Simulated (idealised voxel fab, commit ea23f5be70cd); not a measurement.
A process module follows: voxel capacitor over wiring.
The figure presents cross-section cut, which has a width of 210 nm and is divided into square cells with an edge length of 5 nm.
The cross-sections in this document take the form of a grid made of square cells. They are written out as bands, in order from top to bottom. Each band consists of one or more rows of cells.
Per band: top height and bottom height in nm, followed by the left-to-right materials and their widths in nm; "everywhere" marks a single material spanning edge to edge, "blank" marks empty space.
Height datum 0, below which the as-received substrate wafer is one material. Lowest band open at the bottom, running downward: "from 0 down".
You'd read "30->40" like this: the band's top row of cells is as wide as the first number, its bottom row is as wide as the second, and going down, every row changes width by the same amount as the row before did.
Given "no change" for a step, no cell of the cross-section differs between before and after that step.
This entry, "Voids, enclosed", enumerates those empty regions of no fewer than 8 cells that possess no open connection to the top. Each region is reported in the form width x height at distance, the distance being taken from the left edge, with all three quantities expressed in nm.
Note: text after step settings on the step line = simulator remark on that step.
"overlay nm", when on a step's line for a step with a mask, measures how far to the right of its planned place the mask lay; a negative measure means to the left.
-- This section lists the process steps that were planned
| 1 | RECEIVE with material Si |
| 2 | CONFORMAL_DEP with material SiO2, thk nm 15 |
| 3 | DIRECTIONAL_DEP with material TiN, thk nm 5 |
| 4 | DIRECTIONAL_DEP with material W, thk nm 25 |
| 5 | MASKED_ETCH with tone cover, mask id METAL_1, width nm 20, pitch nm 80, etch materials W, depth nm 25, overlay nm 0 |
| 6 | MASKED_ETCH with tone cover, mask id METAL_1, width nm 20, pitch nm 80, etch materials TiN, depth nm 5, overlay nm 0 |
| 7 | CONFORMAL_DEP with material SiN, thk nm 5 |
| 8 | FILL_DEP with material lowk, thk nm 5 |
| 9 | CMP with height nm 45 |
| 10 | CONFORMAL_DEP with material SiCN, thk nm 5 |
| 11 | DIRECTIONAL_DEP with material SiO2, thk nm 10 |
| 12 | MASKED_ETCH with tone open, mask id PLUG_1, width nm 15, etch materials SiO2, depth nm 10, overlay nm 0 |
| 13 | MASKED_ETCH with tone open, mask id PLUG_1, width nm 15, etch materials SiCN, depth nm 5, overlay nm 0 |
| 14 | CONFORMAL_DEP with material TiN, thk nm 5 |
| 15 | FILL_DEP with material Cu, thk nm 5 |
| 16 | CMP with height nm 60 |
| 17 | DIRECTIONAL_DEP with material TiN, thk nm 5 |
| 18 | DIRECTIONAL_DEP with material Al2O3, thk nm 5 |
| 19 | DIRECTIONAL_DEP with material TiN, thk nm 10 |
| 20 | DIRECTIONAL_DEP with material aC, thk nm 10 |
| 21 | PATTERN with tone cover, mask id UPPER_PLATE, material resist, width nm 65, thk nm 25, overlay nm 0 |
| 22 | DIRECTIONAL_ETCH with etch materials aC, depth nm 10 |
| 23 | STRIP with etch materials resist |
| 24 | DIRECTIONAL_ETCH with etch materials TiN, depth nm 10 |
| 25 | DIRECTIONAL_ETCH with etch materials Al2O3, depth nm 5 |
| 26 | STRIP with etch materials aC |
| 27 | DIRECTIONAL_DEP with material aC, thk nm 10 |
| 28 | PATTERN with tone cover, mask id LOWER_PLATE, material resist, width nm 75, thk nm 30, overlay nm 0 |
| 29 | DIRECTIONAL_ETCH with etch materials aC, depth nm 10 |
| 30 | STRIP with etch materials resist |
| 31 | DIRECTIONAL_ETCH with etch materials TiN, depth nm 5 |
| 32 | STRIP with etch materials aC |
| 33 | FILL_DEP with material SiO2, thk nm 20 |
| 34 | CMP with height nm 95 |
| 35 | MASKED_ETCH with tone open, mask id PLUG_2, width nm 15, etch materials SiO2, depth nm 15, overlay nm 0 |
| 36 | CONFORMAL_DEP with material TiN, thk nm 5 |
| 37 | FILL_DEP with material Ru, thk nm 5 |
| 38 | CMP with height nm 95 |
| 39 | CONFORMAL_DEP with material SiCN, thk nm 5 |
-- First of two wafers: run as planned
-- Here's what the wafer looked like in cross-section when it arrived - that's after step 1
from 0 down | Si everywhere
Voids, enclosed: none
-- Upon completion of step 2, the wafer appears in cross-section as shown
from 15 to 0 | SiO2 everywhere
No changes below 0.
-- Upon completion of step 3, the wafer appears in cross-section as shown
from 20 to 15 | TiN everywhere
No changes below 15.
-- Upon completion of step 4, the wafer appears in cross-section as shown
from 45 to 20 | W everywhere
No changes below 20.
-- Upon completion of step 5, the wafer appears in cross-section as shown
from 45 to 20 | blank 55 / W 20 / blank 60 / W 20 / blank 55
No changes below 20.
-- Upon completion of step 6, the wafer appears in cross-section as shown
from 45 to 20 | blank 55 / W 20 / blank 60 / W 20 / blank 55
from 20 to 15 | blank 55 / TiN 20 / blank 60 / TiN 20 / blank 55
No changes below 15.
-- Upon completion of step 7, the wafer appears in cross-section as shown
from 50 to 45 | blank 50 / SiN 30 / blank 50 / SiN 30 / blank 50
from 45 to 20 | blank 50 / SiN 5 / W 20 / SiN 5 / blank 50 / SiN 5 / W 20 / SiN 5 / blank 50
from 20 to 15 | SiN 55 / TiN 20 / SiN 60 / TiN 20 / SiN 55
No changes below 15.
-- Upon completion of step 8, the wafer appears in cross-section as shown
from 55 to 50 | lowk everywhere
from 50 to 45 | lowk 50 / SiN 30 / lowk 50 / SiN 30 / lowk 50
from 45 to 20 | lowk 50 / SiN 5 / W 20 / SiN 5 / lowk 50 / SiN 5 / W 20 / SiN 5 / lowk 50
No changes below 20.
-- Upon completion of step 9, the wafer appears in cross-section as shown
from 45 to 20 | lowk 50 / SiN 5 / W 20 / SiN 5 / lowk 50 / SiN 5 / W 20 / SiN 5 / lowk 50
No changes below 20.
-- Upon completion of step 10, the wafer appears in cross-section as shown
from 50 to 45 | SiCN everywhere
No changes below 45.
-- Upon completion of step 11, the wafer appears in cross-section as shown
from 60 to 50 | SiO2 everywhere
No changes below 50.
-- Upon completion of step 12, the wafer appears in cross-section as shown
from 60 to 50 | SiO2 60 / blank 15 / SiO2 135
No changes below 50.
-- Upon completion of step 13, the wafer appears in cross-section as shown
from 60 to 50 | SiO2 60 / blank 15 / SiO2 135
from 50 to 45 | SiCN 60 / blank 15 / SiCN 135
No changes below 45.
-- Upon completion of step 14, the wafer appears in cross-section as shown
from 65 to 60 | TiN 65 / blank 5 / TiN 140
from 60 to 50 | SiO2 60 / TiN 5 / blank 5 / TiN 5 / SiO2 135
from 50 to 45 | SiCN 60 / TiN 15 / SiCN 135
No changes below 45.
-- Upon completion of step 15, the wafer appears in cross-section as shown
from 70 to 65 | Cu everywhere
from 65 to 60 | TiN 65 / Cu 5 / TiN 140
from 60 to 50 | SiO2 60 / TiN 5 / Cu 5 / TiN 5 / SiO2 135
No changes below 50.
-- Upon completion of step 16, the wafer appears in cross-section as shown
from 60 to 50 | SiO2 60 / TiN 5 / Cu 5 / TiN 5 / SiO2 135
No changes below 50.
-- Upon completion of step 17, the wafer appears in cross-section as shown
from 65 to 60 | TiN everywhere
No changes below 60.
-- Upon completion of step 18, the wafer appears in cross-section as shown
from 70 to 65 | Al2O3 everywhere
No changes below 65.
-- Upon completion of step 19, the wafer appears in cross-section as shown
from 80 to 70 | TiN everywhere
No changes below 70.
-- Upon completion of step 20, the wafer appears in cross-section as shown
from 90 to 80 | aC everywhere
No changes below 80.
-- Upon completion of step 21, the wafer appears in cross-section as shown
from 115 to 90 | blank 60 / resist 65 / blank 85
No changes below 90.
-- Upon completion of step 22, the wafer appears in cross-section as shown
from 105 to 90 | blank 60 / resist 65 / blank 85
from 90 to 80 | blank 60 / aC 65 / blank 85
No changes below 80.
-- Upon completion of step 23, the wafer appears in cross-section as shown
from 90 to 80 | blank 60 / aC 65 / blank 85
No changes below 80.
-- Upon completion of step 24, the wafer appears in cross-section as shown
from 90 to 80 | blank 60 / aC 65 / blank 85
from 80 to 70 | blank 60 / TiN 65 / blank 85
No changes below 70.
-- Upon completion of step 25, the wafer appears in cross-section as shown
from 90 to 80 | blank 60 / aC 65 / blank 85
from 80 to 70 | blank 60 / TiN 65 / blank 85
from 70 to 65 | blank 60 / Al2O3 65 / blank 85
No changes below 65.
-- Upon completion of step 26, the wafer appears in cross-section as shown
from 80 to 70 | blank 60 / TiN 65 / blank 85
No changes below 70.
-- Upon completion of step 27, the wafer appears in cross-section as shown
from 90 to 80 | blank 60 / aC 65 / blank 85
from 80 to 75 | blank 60 / TiN 65 / blank 85
from 75 to 70 | aC 60 / TiN 65 / aC 85
from 70 to 65 | aC 60 / Al2O3 65 / aC 85
No changes below 65.
-- Upon completion of step 28, the wafer appears in cross-section as shown
from 120 to 90 | blank 55 / resist 75 / blank 80
from 90 to 80 | blank 55 / resist 5 / aC 65 / resist 5 / blank 80
from 80 to 75 | blank 55 / resist 5 / TiN 65 / resist 5 / blank 80
No changes below 75.
-- Upon completion of step 29, the wafer appears in cross-section as shown
from 110 to 90 | blank 55 / resist 75 / blank 80
from 90 to 80 | blank 55 / resist 5 / aC 65 / resist 5 / blank 80
from 80 to 75 | blank 55 / resist 5 / TiN 65 / resist 5 / blank 80
from 75 to 70 | blank 55 / aC 5 / TiN 65 / aC 5 / blank 80
from 70 to 65 | blank 55 / aC 5 / Al2O3 65 / aC 5 / blank 80
No changes below 65.
-- Upon completion of step 30, the wafer appears in cross-section as shown
from 90 to 80 | blank 60 / aC 65 / blank 85
from 80 to 75 | blank 60 / TiN 65 / blank 85
No changes below 75.
-- Upon completion of step 31, the wafer appears in cross-section as shown
from 90 to 80 | blank 60 / aC 65 / blank 85
from 80 to 75 | blank 60 / TiN 65 / blank 85
from 75 to 70 | blank 55 / aC 5 / TiN 65 / aC 5 / blank 80
from 70 to 65 | blank 55 / aC 5 / Al2O3 65 / aC 5 / blank 80
from 65 to 60 | blank 55 / TiN 75 / blank 80
No changes below 60.
-- Upon completion of step 32, the wafer appears in cross-section as shown
from 80 to 70 | blank 60 / TiN 65 / blank 85
from 70 to 65 | blank 60 / Al2O3 65 / blank 85
No changes below 65.
-- Upon completion of step 33, the wafer appears in cross-section as shown
from 100 to 80 | SiO2 everywhere
from 80 to 70 | SiO2 60 / TiN 65 / SiO2 85
from 70 to 65 | SiO2 60 / Al2O3 65 / SiO2 85
from 65 to 60 | SiO2 55 / TiN 75 / SiO2 80
No changes below 60.
-- Upon completion of step 34, the wafer appears in cross-section as shown
from 95 to 80 | SiO2 everywhere
No changes below 80.
-- Upon completion of step 35, the wafer appears in cross-section as shown
from 95 to 80 | SiO2 70 / blank 15 / SiO2 125
No changes below 80.
-- Upon completion of step 36, the wafer appears in cross-section as shown
from 100 to 95 | TiN 75 / blank 5 / TiN 130
from 95 to 85 | SiO2 70 / TiN 5 / blank 5 / TiN 5 / SiO2 125
from 85 to 80 | SiO2 70 / TiN 15 / SiO2 125
No changes below 80.
-- Upon completion of step 37, the wafer appears in cross-section as shown
from 105 to 100 | Ru everywhere
from 100 to 95 | TiN 75 / Ru 5 / TiN 130
from 95 to 85 | SiO2 70 / TiN 5 / Ru 5 / TiN 5 / SiO2 125
No changes below 85.
-- Upon completion of step 38, the wafer appears in cross-section as shown
from 95 to 85 | SiO2 70 / TiN 5 / Ru 5 / TiN 5 / SiO2 125
No changes below 85.
-- Upon completion of step 39, the wafer appears in cross-section as shown
from 100 to 95 | SiCN everywhere
No changes below 95.
-- second wafer: like start, like plan, one mistake. Through step 1 it matches the first wafer
-- Second wafer, section view, time point: scheduled end of step 2
from 20 to 0 | SiO2 everywhere
No changes below 0.
-- Second wafer, section view, time point: scheduled end of step 3
from 25 to 20 | TiN everywhere
No changes below 20.
-- Second wafer, section view, time point: scheduled end of step 4
from 50 to 25 | W everywhere
No changes below 25.
-- Second wafer, section view, time point: scheduled end of step 5
from 50 to 25 | blank 55 / W 20 / blank 60 / W 20 / blank 55
No changes below 25.
-- Second wafer, section view, time point: scheduled end of step 6
from 50 to 25 | blank 55 / W 20 / blank 60 / W 20 / blank 55
from 25 to 20 | blank 55 / TiN 20 / blank 60 / TiN 20 / blank 55
No changes below 20.
-- Second wafer, section view, time point: scheduled end of step 7
from 55 to 50 | blank 50 / SiN 30 / blank 50 / SiN 30 / blank 50
from 50 to 25 | blank 50 / SiN 5 / W 20 / SiN 5 / blank 50 / SiN 5 / W 20 / SiN 5 / blank 50
from 25 to 20 | SiN 55 / TiN 20 / SiN 60 / TiN 20 / SiN 55
No changes below 20.
-- Second wafer, section view, time point: scheduled end of step 8
from 60 to 55 | lowk everywhere
from 55 to 50 | lowk 50 / SiN 30 / lowk 50 / SiN 30 / lowk 50
from 50 to 25 | lowk 50 / SiN 5 / W 20 / SiN 5 / lowk 50 / SiN 5 / W 20 / SiN 5 / lowk 50
No changes below 25.
-- Second wafer, section view, time point: scheduled end of step 9
from 45 to 25 | lowk 50 / SiN 5 / W 20 / SiN 5 / lowk 50 / SiN 5 / W 20 / SiN 5 / lowk 50
No changes below 25.
-- Second wafer, section view, time point: scheduled end of step 10
from 50 to 45 | SiCN everywhere
No changes below 45.
-- Second wafer, section view, time point: scheduled end of step 11
from 60 to 50 | SiO2 everywhere
No changes below 50.
-- Second wafer, section view, time point: scheduled end of step 12
from 60 to 50 | SiO2 60 / blank 15 / SiO2 135
No changes below 50.
-- Second wafer, section view, time point: scheduled end of step 13
from 60 to 50 | SiO2 60 / blank 15 / SiO2 135
from 50 to 45 | SiCN 60 / blank 15 / SiCN 135
No changes below 45.
-- Second wafer, section view, time point: scheduled end of step 14
from 65 to 60 | TiN 65 / blank 5 / TiN 140
from 60 to 50 | SiO2 60 / TiN 5 / blank 5 / TiN 5 / SiO2 135
from 50 to 45 | SiCN 60 / TiN 15 / SiCN 135
No changes below 45.
-- Second wafer, section view, time point: scheduled end of step 15
from 70 to 65 | Cu everywhere
from 65 to 60 | TiN 65 / Cu 5 / TiN 140
from 60 to 50 | SiO2 60 / TiN 5 / Cu 5 / TiN 5 / SiO2 135
No changes below 50.
-- Second wafer, section view, time point: scheduled end of step 16
from 60 to 50 | SiO2 60 / TiN 5 / Cu 5 / TiN 5 / SiO2 135
No changes below 50.
-- Second wafer, section view, time point: scheduled end of step 17
from 65 to 60 | TiN everywhere
No changes below 60.
-- Second wafer, section view, time point: scheduled end of step 18
from 70 to 65 | Al2O3 everywhere
No changes below 65.
-- Second wafer, section view, time point: scheduled end of step 19
from 80 to 70 | TiN everywhere
No changes below 70.
-- Second wafer, section view, time point: scheduled end of step 20
from 90 to 80 | aC everywhere
No changes below 80.
-- Second wafer, section view, time point: scheduled end of step 21
from 115 to 90 | blank 60 / resist 65 / blank 85
No changes below 90.
-- Second wafer, section view, time point: scheduled end of step 22
from 105 to 90 | blank 60 / resist 65 / blank 85
from 90 to 80 | blank 60 / aC 65 / blank 85
No changes below 80.
-- Second wafer, section view, time point: scheduled end of step 23
from 90 to 80 | blank 60 / aC 65 / blank 85
No changes below 80.
-- Second wafer, section view, time point: scheduled end of step 24
from 90 to 80 | blank 60 / aC 65 / blank 85
from 80 to 70 | blank 60 / TiN 65 / blank 85
No changes below 70.
-- Second wafer, section view, time point: scheduled end of step 25
from 90 to 80 | blank 60 / aC 65 / blank 85
from 80 to 70 | blank 60 / TiN 65 / blank 85
from 70 to 65 | blank 60 / Al2O3 65 / blank 85
No changes below 65.
-- Second wafer, section view, time point: scheduled end of step 26
from 80 to 70 | blank 60 / TiN 65 / blank 85
No changes below 70.
-- Second wafer, section view, time point: scheduled end of step 27
from 90 to 80 | blank 60 / aC 65 / blank 85
from 80 to 75 | blank 60 / TiN 65 / blank 85
from 75 to 70 | aC 60 / TiN 65 / aC 85
from 70 to 65 | aC 60 / Al2O3 65 / aC 85
No changes below 65.
-- Second wafer, section view, time point: scheduled end of step 28
from 120 to 90 | blank 55 / resist 75 / blank 80
from 90 to 80 | blank 55 / resist 5 / aC 65 / resist 5 / blank 80
from 80 to 75 | blank 55 / resist 5 / TiN 65 / resist 5 / blank 80
No changes below 75.
-- Second wafer, section view, time point: scheduled end of step 29
from 110 to 90 | blank 55 / resist 75 / blank 80
from 90 to 80 | blank 55 / resist 5 / aC 65 / resist 5 / blank 80
from 80 to 75 | blank 55 / resist 5 / TiN 65 / resist 5 / blank 80
from 75 to 70 | blank 55 / aC 5 / TiN 65 / aC 5 / blank 80
from 70 to 65 | blank 55 / aC 5 / Al2O3 65 / aC 5 / blank 80
No changes below 65.
-- Second wafer, section view, time point: scheduled end of step 30
from 90 to 80 | blank 60 / aC 65 / blank 85
from 80 to 75 | blank 60 / TiN 65 / blank 85
No changes below 75.
-- Second wafer, section view, time point: scheduled end of step 31
from 90 to 80 | blank 60 / aC 65 / blank 85
from 80 to 75 | blank 60 / TiN 65 / blank 85
from 75 to 70 | blank 55 / aC 5 / TiN 65 / aC 5 / blank 80
from 70 to 65 | blank 55 / aC 5 / Al2O3 65 / aC 5 / blank 80
from 65 to 60 | blank 55 / TiN 75 / blank 80
No changes below 60.
-- Second wafer, section view, time point: scheduled end of step 32
from 80 to 70 | blank 60 / TiN 65 / blank 85
from 70 to 65 | blank 60 / Al2O3 65 / blank 85
No changes below 65.
-- Second wafer, section view, time point: scheduled end of step 33
from 100 to 80 | SiO2 everywhere
from 80 to 70 | SiO2 60 / TiN 65 / SiO2 85
from 70 to 65 | SiO2 60 / Al2O3 65 / SiO2 85
from 65 to 60 | SiO2 55 / TiN 75 / SiO2 80
No changes below 60.
-- Second wafer, section view, time point: scheduled end of step 34
from 95 to 80 | SiO2 everywhere
No changes below 80.
-- Second wafer, section view, time point: scheduled end of step 35
from 95 to 80 | SiO2 70 / blank 15 / SiO2 125
No changes below 80.
-- Second wafer, section view, time point: scheduled end of step 36
from 100 to 95 | TiN 75 / blank 5 / TiN 130
from 95 to 85 | SiO2 70 / TiN 5 / blank 5 / TiN 5 / SiO2 125
from 85 to 80 | SiO2 70 / TiN 15 / SiO2 125
No changes below 80.
-- Second wafer, section view, time point: scheduled end of step 37
from 105 to 100 | Ru everywhere
from 100 to 95 | TiN 75 / Ru 5 / TiN 130
from 95 to 85 | SiO2 70 / TiN 5 / Ru 5 / TiN 5 / SiO2 125
No changes below 85.
-- Second wafer, section view, time point: scheduled end of step 38
from 95 to 85 | SiO2 70 / TiN 5 / Ru 5 / TiN 5 / SiO2 125
No changes below 85.
-- Second wafer, section view, time point: scheduled end of step 39
from 100 to 95 | SiCN everywhere
No changes below 95.
What was done differently from what was planned? rather than as planned, step 2 actually ran as CONFORMAL_DEP with material SiO2, thk nm 20
Final wafer comparison in cells, second versus first, more or fewer per material: 4 fewer of SiN | 42 more of SiO2 | 8 fewer of W | 30 fewer of lowk
